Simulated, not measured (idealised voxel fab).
The document below concerns the process module designated voxel self aligned vias.
We display cut, a cross-section 230 nm in width whose square cells are each 5 nm.
This document writes a cross-section as a grid whose cells are square, and gives it as bands, listed from the top down; one or more rows of cells form a band.
Band: top and bottom heights (nm) first, top before bottom; then materials from left to right, widths in nm. "all across" marks a sole material filling the band edge to edge. "air" denotes empty space.
Height 0 is the level under which the wafer as received is all one material. The lowest band goes on downwards, as in "0 -> down".
Read "30 to 40" as a graded width: first number on top, second number at the bottom, same change between each pair of neighbouring rows.
The designation "stayed the same", where it is given for a processing step, indicates that no cell of the cross-section was altered in the course of that step.
Entry "Trapped void list". Content: empty spaces with no open connection to the top, size 8 cells or greater. Each: width x height at distance. Distance: from left edge. Unit: nm.
Step line, after settings: the simulator's comment on this step.
A step line may carry the setting "overlay nm", which, for steps involving a mask, states the distance by which the mask lay to the right of its intended position; negative values denote displacement to the left.
Steps planned for the process
step 1: RECEIVE: material Si
step 2: CONFORMAL_DEP: material SiO2, thk nm 15
step 3: CONFORMAL_DEP: material SiCN, thk nm 5
step 4: DIRECTIONAL_DEP: material lowk, thk nm 20
step 5: MASKED_ETCH: tone open, mask id LINES, width nm 30, pitch nm 55, etch materials lowk, depth nm 20, overlay nm 0
step 6: CONFORMAL_DEP: material TiN, thk nm 5
step 7: FILL_DEP: material W, thk nm 10
step 8: CMP: height nm 40
step 9: SELECTIVE_ETCH: etch materials W Ru TiN, depth nm 5
step 10: FILL_DEP: material SiN, thk nm 10
step 11: CMP: height nm 40
step 12: DIRECTIONAL_DEP: material lowk, thk nm 20
step 13: DIRECTIONAL_DEP: material aC, thk nm 15
step 14: PATTERN: tone open, mask id VIAS, material resist, width nm 40, thk nm 30, overlay nm 0
step 15: DIRECTIONAL_ETCH: etch materials aC, depth nm 15
step 16: STRIP: etch materials resist
step 17: DIRECTIONAL_ETCH: etch materials lowk, depth nm 20
step 18: DIRECTIONAL_ETCH: etch materials SiN, depth nm 5
step 19: STRIP: etch materials aC
step 20: CONFORMAL_DEP: material TiN, thk nm 5
step 21: FILL_DEP: material W, thk nm 10
step 22: CMP: height nm 60
step 23: CONFORMAL_DEP: material SiN, thk nm 5
The first of a set of two wafers, run to plan
This is the cross-section of the wafer as we received it, i.e. after step 1
> 0 -> down  Si all across
> Trapped void list: none
After step 2, in cross-section
> 15 -> 0  SiO2 all across
> For the remainder of the cross-section, below 0, there is no change.
After step 3, in cross-section
> 20 -> 15  SiCN all across
> For the remainder of the cross-section, below 15, there is no change.
After step 4, in cross-section
> 40 -> 20  lowk all across
> For the remainder of the cross-section, below 20, there is no change.
After step 5, in cross-section
> 40 -> 20  70 lowk | 30 air | 25 lowk | 30 air | 75 lowk
> For the remainder of the cross-section, below 20, there is no change.
After step 6, in cross-section
> 45 -> 40  75 TiN | 20 air | 35 TiN | 20 air | 80 TiN
> 40 -> 25  70 lowk | 5 TiN | 20 air | 5 TiN | 25 lowk | 5 TiN | 20 air | 5 TiN | 75 lowk
> 25 -> 20  70 lowk | 30 TiN | 25 lowk | 30 TiN | 75 lowk
> For the remainder of the cross-section, below 20, there is no change.
After step 7, in cross-section
> 55 -> 45  W all across
> 45 -> 40  75 TiN | 20 W | 35 TiN | 20 W | 80 TiN
> 40 -> 25  70 lowk | 5 TiN | 20 W | 5 TiN | 25 lowk | 5 TiN | 20 W | 5 TiN | 75 lowk
> For the remainder of the cross-section, below 25, there is no change.
After step 8, in cross-section
> 40 -> 25  70 lowk | 5 TiN | 20 W | 5 TiN | 25 lowk | 5 TiN | 20 W | 5 TiN | 75 lowk
> For the remainder of the cross-section, below 25, there is no change.
After step 9, in cross-section
> 40 -> 35  70 lowk | 30 air | 25 lowk | 30 air | 75 lowk
> For the remainder of the cross-section, below 35, there is no change.
After step 10, in cross-section
> 50 -> 40  SiN all across
> 40 -> 35  70 lowk | 30 SiN | 25 lowk | 30 SiN | 75 lowk
> For the remainder of the cross-section, below 35, there is no change.
After step 11, in cross-section
> 40 -> 35  70 lowk | 30 SiN | 25 lowk | 30 SiN | 75 lowk
> For the remainder of the cross-section, below 35, there is no change.
After step 12, in cross-section
> 60 -> 40  lowk all across
> For the remainder of the cross-section, below 40, there is no change.
After step 13, in cross-section
> 75 -> 60  aC all across
> For the remainder of the cross-section, below 60, there is no change.
After step 14, in cross-section
> 105 -> 75  65 resist | 40 air | 125 resist
> For the remainder of the cross-section, below 75, there is no change.
After step 15, in cross-section
> 90 -> 75  65 resist | 40 air | 125 resist
> 75 -> 60  65 aC | 40 air | 125 aC
> For the remainder of the cross-section, below 60, there is no change.
After step 16, in cross-section
> 75 -> 60  65 aC | 40 air | 125 aC
> For the remainder of the cross-section, below 60, there is no change.
After step 17, in cross-section
> 75 -> 60  65 aC | 40 air | 125 aC
> 60 -> 40  65 lowk | 40 air | 125 lowk
> For the remainder of the cross-section, below 40, there is no change.
After step 18, in cross-section
> 75 -> 60  65 aC | 40 air | 125 aC
> 60 -> 40  65 lowk | 40 air | 125 lowk
> 40 -> 35  70 lowk | 30 air | 25 lowk | 30 SiN | 75 lowk
> For the remainder of the cross-section, below 35, there is no change.
After step 19, in cross-section
> 60 -> 40  65 lowk | 40 air | 125 lowk
> For the remainder of the cross-section, below 40, there is no change.
After step 20, in cross-section
> 65 -> 60  70 TiN | 30 air | 130 TiN
> 60 -> 45  65 lowk | 5 TiN | 30 air | 5 TiN | 125 lowk
> 45 -> 40  65 lowk | 10 TiN | 20 air | 10 TiN | 125 lowk
> 40 -> 35  70 lowk | 30 TiN | 25 lowk | 30 SiN | 75 lowk
> For the remainder of the cross-section, below 35, there is no change.
After step 21, in cross-section
> 75 -> 65  W all across
> 65 -> 60  70 TiN | 30 W | 130 TiN
> 60 -> 45  65 lowk | 5 TiN | 30 W | 5 TiN | 125 lowk
> 45 -> 40  65 lowk | 10 TiN | 20 W | 10 TiN | 125 lowk
> For the remainder of the cross-section, below 40, there is no change.
After step 22, in cross-section
> 60 -> 45  65 lowk | 5 TiN | 30 W | 5 TiN | 125 lowk
> For the remainder of the cross-section, below 45, there is no change.
After step 23, in cross-section
> 65 -> 60  SiN all across
> For the remainder of the cross-section, below 60, there is no change.
Second Wafer (Identical Start and Plan, One Processing Error; Matches First Wafer Through Step 9)
Second wafer profile in section, at the moment step 10 of the plan was meant to be complete
> 50 -> 40  W all across
> 40 -> 35  70 lowk | 30 W | 25 lowk | 30 W | 75 lowk
> For the remainder of the cross-section, below 35, there is no change.
Second wafer profile in section, at the moment step 11 of the plan was meant to be complete
> 40 -> 35  70 lowk | 30 W | 25 lowk | 30 W | 75 lowk
> For the remainder of the cross-section, below 35, there is no change.
Second wafer profile in section, at the moment step 12 of the plan was meant to be complete
> 60 -> 40  lowk all across
> For the remainder of the cross-section, below 40, there is no change.
Second wafer profile in section, at the moment step 13 of the plan was meant to be complete
> 75 -> 60  aC all across
> For the remainder of the cross-section, below 60, there is no change.
Second wafer profile in section, at the moment step 14 of the plan was meant to be complete
> 105 -> 75  65 resist | 40 air | 125 resist
> For the remainder of the cross-section, below 75, there is no change.
Second wafer profile in section, at the moment step 15 of the plan was meant to be complete
> 90 -> 75  65 resist | 40 air | 125 resist
> 75 -> 60  65 aC | 40 air | 125 aC
> For the remainder of the cross-section, below 60, there is no change.
Second wafer profile in section, at the moment step 16 of the plan was meant to be complete
> 75 -> 60  65 aC | 40 air | 125 aC
> For the remainder of the cross-section, below 60, there is no change.
Second wafer profile in section, at the moment step 17 of the plan was meant to be complete
> 75 -> 60  65 aC | 40 air | 125 aC
> 60 -> 40  65 lowk | 40 air | 125 lowk
> For the remainder of the cross-section, below 40, there is no change.
Second wafer profile in section, at the moment step 18 of the plan was meant to be complete: stayed the same
Second wafer profile in section, at the moment step 19 of the plan was meant to be complete
> 60 -> 40  65 lowk | 40 air | 125 lowk
> For the remainder of the cross-section, below 40, there is no change.
Second wafer profile in section, at the moment step 20 of the plan was meant to be complete
> 65 -> 60  70 TiN | 30 air | 130 TiN
> 60 -> 45  65 lowk | 5 TiN | 30 air | 5 TiN | 125 lowk
> 45 -> 40  65 lowk | 40 TiN | 125 lowk
> For the remainder of the cross-section, below 40, there is no change.
Second wafer profile in section, at the moment step 21 of the plan was meant to be complete
> 75 -> 65  W all across
> 65 -> 60  70 TiN | 30 W | 130 TiN
> 60 -> 45  65 lowk | 5 TiN | 30 W | 5 TiN | 125 lowk
> For the remainder of the cross-section, below 45, there is no change.
Second wafer profile in section, at the moment step 22 of the plan was meant to be complete
> 60 -> 45  65 lowk | 5 TiN | 30 W | 5 TiN | 125 lowk
> For the remainder of the cross-section, below 45, there is no change.
Second wafer profile in section, at the moment step 23 of the plan was meant to be complete
> 65 -> 60  SiN all across
> For the remainder of the cross-section, below 60, there is no change.
Misprocessing identified: the process deviated at step 10: the operation and settings actually run there were FILL_DEP: material W, thk nm 10
Per the end-of-run cell counts, the second wafer holds more or fewer of some materials than the first: SiN: 6 fewer, TiN: 2 fewer, W: 8 more
